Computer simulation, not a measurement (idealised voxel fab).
process module | voxel self aligned vias
cross-section cut | 175 nm wide | cells 5 nm
A cross-section is a grid of square cells, given in bands from the top down. A band is one or more rows of cells.
Each band's line starts with the height of the band's top and of its bottom, in nm. Then come its materials from left to right, each with its width in nm. One material with "throughout" fills the band from edge to edge. "air" is empty space.
Height 0 is the level under which the wafer as received is all one material. The lowest band goes on downwards, as in "0 down".
A width such as "30 to 40" changes by the same amount from each row of cells to the next, from the band's top row to its bottom row.
"no change" after a step means that no cell of the cross-section changed.
closed voids: empty space of 8 cells or more with no open way to the top, each as width x height at its distance from the left edge, in nm
after a step's settings: what the simulator itself notes on the step
overlay nm, on a step with a mask: how far to the right of its planned place the mask lay; to the left if negative
plan
1 op RECEIVE | material Si
2 op CONFORMAL_DEP | material SiO2 | thk nm 10
3 op CONFORMAL_DEP | material SiCN | thk nm 5
4 op DIRECTIONAL_DEP | material lowk | thk nm 25
5 op MASKED_ETCH | tone open | mask id LINES | width nm 30 | pitch nm 75 | etch materials lowk | depth nm 25 | overlay nm 0
6 op CONFORMAL_DEP | material TiN | thk nm 5
7 op FILL_DEP | material Ru | thk nm 10
8 op CMP | height nm 40
9 op SELECTIVE_ETCH | etch materials W Ru TiN | depth nm 10
10 op FILL_DEP | material SiN | thk nm 10
11 op CMP | height nm 40
12 op DIRECTIONAL_DEP | material lowk | thk nm 20
13 op MASKED_ETCH | tone open | mask id VIAS | width nm 50 | etch materials lowk | depth nm 20 | overlay nm 0
14 op MASKED_ETCH | tone open | mask id VIAS | width nm 50 | etch materials SiN | depth nm 10 | overlay nm 0
15 op CONFORMAL_DEP | material TiN | thk nm 5
16 op FILL_DEP | material Cu | thk nm 5
17 op CMP | height nm 60
18 op CONFORMAL_DEP | material SiN | thk nm 5
first wafer, as planned
as received, after step 1
  0 down: Si throughout
  closed voids: none
after step 2
  10 to 0: SiO2 throughout
  below 0: unchanged
after step 3
  15 to 10: SiCN throughout
  below 10: unchanged
after step 4
  40 to 15: lowk throughout
  below 15: unchanged
after step 5
  40 to 15: lowk 35 | air 30 | lowk 45 | air 30 | lowk 35
  below 15: unchanged
after step 6
  45 to 40: TiN 40 | air 20 | TiN 55 | air 20 | TiN 40
  40 to 20: lowk 35 | TiN 5 | air 20 | TiN 5 | lowk 45 | TiN 5 | air 20 | TiN 5 | lowk 35
  20 to 15: lowk 35 | TiN 30 | lowk 45 | TiN 30 | lowk 35
  below 15: unchanged
after step 7
  55 to 45: Ru throughout
  45 to 40: TiN 40 | Ru 20 | TiN 55 | Ru 20 | TiN 40
  40 to 20: lowk 35 | TiN 5 | Ru 20 | TiN 5 | lowk 45 | TiN 5 | Ru 20 | TiN 5 | lowk 35
  below 20: unchanged
after step 8
  40 to 20: lowk 35 | TiN 5 | Ru 20 | TiN 5 | lowk 45 | TiN 5 | Ru 20 | TiN 5 | lowk 35
  below 20: unchanged
after step 9
  40 to 30: lowk 35 | air 30 | lowk 45 | air 30 | lowk 35
  below 30: unchanged
after step 10
  50 to 40: SiN throughout
  40 to 30: lowk 35 | SiN 30 | lowk 45 | SiN 30 | lowk 35
  below 30: unchanged
after step 11
  40 to 30: lowk 35 | SiN 30 | lowk 45 | SiN 30 | lowk 35
  below 30: unchanged
after step 12
  60 to 40: lowk throughout
  below 40: unchanged
after step 13
  60 to 40: lowk 25 | air 50 | lowk 100
  below 40: unchanged
after step 14
  60 to 40: lowk 25 | air 50 | lowk 100
  40 to 30: lowk 35 | air 30 | lowk 45 | SiN 30 | lowk 35
  below 30: unchanged
after step 15
  65 to 60: TiN 30 | air 40 | TiN 105
  60 to 45: lowk 25 | TiN 5 | air 40 | TiN 5 | lowk 100
  45 to 40: lowk 25 | TiN 15 | air 20 | TiN 15 | lowk 100
  40 to 35: lowk 35 | TiN 5 | air 20 | TiN 5 | lowk 45 | SiN 30 | lowk 35
  35 to 30: lowk 35 | TiN 30 | lowk 45 | SiN 30 | lowk 35
  below 30: unchanged
after step 16
  70 to 65: Cu throughout
  65 to 60: TiN 30 | Cu 40 | TiN 105
  60 to 45: lowk 25 | TiN 5 | Cu 40 | TiN 5 | lowk 100
  45 to 40: lowk 25 | TiN 15 | Cu 20 | TiN 15 | lowk 100
  40 to 35: lowk 35 | TiN 5 | Cu 20 | TiN 5 | lowk 45 | SiN 30 | lowk 35
  below 35: unchanged
after step 17
  60 to 45: lowk 25 | TiN 5 | Cu 40 | TiN 5 | lowk 100
  below 45: unchanged
after step 18
  65 to 60: SiN throughout
  below 60: unchanged
second wafer: like start, like plan, one mistake. Through step 11 it matches the first wafer
when step 12 should have ended
  55 to 40: lowk throughout
  below 40: unchanged
when step 13 should have ended
  55 to 40: lowk 25 | air 50 | lowk 100
  40 to 35: lowk 25 | air 10 | SiN 30 | air 10 | lowk 35 | SiN 30 | lowk 35
  below 35: unchanged
when step 14 should have ended
  55 to 40: lowk 25 | air 50 | lowk 100
  40 to 30: lowk 25 to 35 | air 50 to 30 | lowk 35 to 45 | SiN 30 | lowk 35
  below 30: unchanged
when step 15 should have ended
  60 to 55: TiN 30 | air 40 | TiN 105
  55 to 40: lowk 25 | TiN 5 | air 40 | TiN 5 | lowk 100
  40 to 35: lowk 25 | TiN 15 | air 20 | TiN 15 | lowk 35 | SiN 30 | lowk 35
  35 to 30: lowk 35 | TiN 30 | lowk 45 | SiN 30 | lowk 35
  below 30: unchanged
when step 16 should have ended
  65 to 60: Cu throughout
  60 to 55: TiN 30 | Cu 40 | TiN 105
  55 to 40: lowk 25 | TiN 5 | Cu 40 | TiN 5 | lowk 100
  40 to 35: lowk 25 | TiN 15 | Cu 20 | TiN 15 | lowk 35 | SiN 30 | lowk 35
  below 35: unchanged
when step 17 should have ended
  60 to 55: TiN 30 | Cu 40 | TiN 105
  below 55: unchanged
when step 18 should have ended
  65 to 60: SiN throughout
  below 60: unchanged
what went wrong: step 12 ran as: op DIRECTIONAL_DEP | material lowk | thk nm 15
at the end the second wafer has, in cells: 4 more of Cu | 25 more of TiN | 29 fewer of lowk
